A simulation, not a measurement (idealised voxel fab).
Process module, titled voxel ribs on slabs
For reference, the cross-section in this document is cut, with width 140 nm and square cells of 5 nm.
Cross-section layout: square cells on a grid; listed as bands, top to bottom; a band spans one or more cell rows. This entry defines a band. It first specifies the height of the band's top and the height of its bottom in nm, and then specifies the band's materials from left to right, stating each material with its width in nm. The word "everywhere" identifies a single material that fills the band from edge to edge, while the word "blank" identifies empty space. Zero point of the height axis is 0; under it, received wafer = one material. Lowest band: continues down indefinitely, "0..down". Width "30 to 40": first value at the band's top row of cells, second value at its bottom row, equal change from row to row. Step note "no alteration" = no cross-section cell changed. The entry titled "Unvented cavities" provides the empty spaces that have no open way to the top, restricted to those of 8 cells or more. Each is presented as width x height at distance, the distance being measured from the left edge, with all three in nm. Past the settings on a step's line: simulator remark, on that step. overlay nm: where the mask lay relative to plan, measured to the right, on steps with a mask; negatives go left.
[List of planned process steps]
1. RECEIVE with material Si
2. DIRECTIONAL_DEP with material SiO2, thk nm 30
3. DIRECTIONAL_DEP with material polySi, thk nm 15
4. DIRECTIONAL_DEP with material aC, thk nm 10
5. PATTERN with tone cover, mask id RIB, material resist, width nm 20, thk nm 30, overlay nm 0
6. DIRECTIONAL_ETCH with etch materials aC, depth nm 10
7. STRIP with etch materials resist
8. DIRECTIONAL_ETCH with etch materials polySi, depth nm 5
9. STRIP with etch materials aC
10. MASKED_ETCH with tone cover, mask id SLAB, width nm 60, etch materials polySi, depth nm 10, overlay nm 0
11. FILL_DEP with material SiO2, thk nm 25
12. CMP with height nm 65
13. DIRECTIONAL_DEP with material TiN, thk nm 5
14. DIRECTIONAL_DEP with material aC, thk nm 15
15. PATTERN with tone cover, mask id HEATER, material resist, width nm 20, thk nm 30, overlay nm 0
16. DIRECTIONAL_ETCH with etch materials aC, depth nm 15
17. STRIP with etch materials resist
18. DIRECTIONAL_ETCH with etch materials TiN, depth nm 5
19. STRIP with etch materials aC
20. CONFORMAL_DEP with material SiO2, thk nm 5
Keep in mind the plan's value for the width nm of step 15 comes from the first wafer; the wafers don't share that setting, but they do share the same starting point.
[Sectional view: first of several wafers, as received, after step 1]
* 0..down  Si everywhere
* Unvented cavities: none
[Quick key for the table: a row per wafer, taken at the end of the module. For each material it tells you how many cells the wafer gained (+) or lost (-) since it came in, and the closed voids come after]
width nm 20; +366 SiO2; +4 TiN; +28 polySi; Unvented cavities: none
width nm 25; +366 SiO2; +5 TiN; +28 polySi; Unvented cavities: none
width nm 30; +366 SiO2; +6 TiN; +28 polySi; Unvented cavities: none
width nm 35; +366 SiO2; +7 TiN; +28 polySi; Unvented cavities: none
width nm 40; +366 SiO2; +8 TiN; +28 polySi; Unvented cavities: none
width nm 45; +366 SiO2; +9 TiN; +28 polySi; Unvented cavities: none
